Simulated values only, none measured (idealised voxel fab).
process module | voxel tone inversion
cross-section cut | 145 nm wide | cells 5 nm
A cross-section is a grid of square cells, given in bands from the top down. A band is one or more rows of cells.
Each band's line starts with the height of the band's top and of its bottom, in nm. Then come its materials from left to right, each with its width in nm. One material with "throughout" fills the band from edge to edge. "air" is empty space.
Height 0 is the level under which the wafer as received is all one material. The lowest band goes on downwards, as in "0 down".
A width such as "30 to 40" changes by the same amount from each row of cells to the next, from the band's top row to its bottom row.
"no change" after a step means that no cell of the cross-section changed.
closed voids: empty space of 8 cells or more with no open way to the top, each as width x height at its distance from the left edge, in nm
after a step's settings: what the simulator itself notes on the step
overlay nm, on a step with a mask: how far to the right of its planned place the mask lay; to the left if negative
plan
1 op RECEIVE | material Si
2 op CONFORMAL_DEP | material SiN | thk nm 5
3 op DIRECTIONAL_DEP | material aC | thk nm 25
4 op PATTERN | tone cover | mask id POSTS | material resist | width nm 15 | pitch nm 35 | thk nm 30 | overlay nm 0
5 op DIRECTIONAL_ETCH | etch materials aC | depth nm 25
6 op STRIP | etch materials resist
7 op FILL_DEP | material lowk | thk nm 5
8 op CMP | height nm 30
9 op STRIP | etch materials aC
10 op CONFORMAL_DEP | material TiN | thk nm 5
11 op FILL_DEP | material W | thk nm 5
12 op CMP | height nm 30
13 op CONFORMAL_DEP | material SiN | thk nm 5
first wafer, as planned
as received, after step 1
  0 down: Si throughout
  closed voids: none
after step 2
  5 to 0: SiN throughout
  below 0: unchanged
after step 3
  30 to 5: aC throughout
  below 5: unchanged
after step 4
  60 to 30: air 30 | resist 15 | air 20 | resist 15 | air 20 | resist 15 | air 30
  below 30: unchanged
after step 5
  35 to 30: air 30 | resist 15 | air 20 | resist 15 | air 20 | resist 15 | air 30
  30 to 5: air 30 | aC 15 | air 20 | aC 15 | air 20 | aC 15 | air 30
  below 5: unchanged
after step 6
  30 to 5: air 30 | aC 15 | air 20 | aC 15 | air 20 | aC 15 | air 30
  below 5: unchanged
after step 7
  35 to 30: lowk throughout
  30 to 5: lowk 30 | aC 15 | lowk 20 | aC 15 | lowk 20 | aC 15 | lowk 30
  below 5: unchanged
after step 8
  30 to 5: lowk 30 | aC 15 | lowk 20 | aC 15 | lowk 20 | aC 15 | lowk 30
  below 5: unchanged
after step 9
  30 to 5: lowk 30 | air 15 | lowk 20 | air 15 | lowk 20 | air 15 | lowk 30
  below 5: unchanged
after step 10
  35 to 30: TiN 35 | air 5 | TiN 30 | air 5 | TiN 30 | air 5 | TiN 35
  30 to 10: lowk 30 | TiN 5 | air 5 | TiN 5 | lowk 20 | TiN 5 | air 5 | TiN 5 | lowk 20 | TiN 5 | air 5 | TiN 5 | lowk 30
  10 to 5: lowk 30 | TiN 15 | lowk 20 | TiN 15 | lowk 20 | TiN 15 | lowk 30
  below 5: unchanged
after step 11
  40 to 35: W throughout
  35 to 30: TiN 35 | W 5 | TiN 30 | W 5 | TiN 30 | W 5 | TiN 35
  30 to 10: lowk 30 | TiN 5 | W 5 | TiN 5 | lowk 20 | TiN 5 | W 5 | TiN 5 | lowk 20 | TiN 5 | W 5 | TiN 5 | lowk 30
  below 10: unchanged
after step 12
  30 to 10: lowk 30 | TiN 5 | W 5 | TiN 5 | lowk 20 | TiN 5 | W 5 | TiN 5 | lowk 20 | TiN 5 | W 5 | TiN 5 | lowk 30
  below 10: unchanged
after step 13
  35 to 30: SiN throughout
  below 30: unchanged
second wafer: like start, like plan, one mistake. Through step 9 it matches the first wafer
when step 10 should have ended
  35 to 30: SiN 35 | air 5 | SiN 30 | air 5 | SiN 30 | air 5 | SiN 35
  30 to 10: lowk 30 | SiN 5 | air 5 | SiN 5 | lowk 20 | SiN 5 | air 5 | SiN 5 | lowk 20 | SiN 5 | air 5 | SiN 5 | lowk 30
  10 to 5: lowk 30 | SiN 15 | lowk 20 | SiN 15 | lowk 20 | SiN 15 | lowk 30
  below 5: unchanged
when step 11 should have ended
  40 to 35: W throughout
  35 to 30: SiN 35 | W 5 | SiN 30 | W 5 | SiN 30 | W 5 | SiN 35
  30 to 10: lowk 30 | SiN 5 | W 5 | SiN 5 | lowk 20 | SiN 5 | W 5 | SiN 5 | lowk 20 | SiN 5 | W 5 | SiN 5 | lowk 30
  below 10: unchanged
when step 12 should have ended
  30 to 10: lowk 30 | SiN 5 | W 5 | SiN 5 | lowk 20 | SiN 5 | W 5 | SiN 5 | lowk 20 | SiN 5 | W 5 | SiN 5 | lowk 30
  below 10: unchanged
when step 13 should have ended
  35 to 30: SiN throughout
  below 30: unchanged
what went wrong: step 10 ran as: op CONFORMAL_DEP | material SiN | thk nm 5
at the end the second wafer has, in cells: 33 more of SiN | 33 fewer of TiN
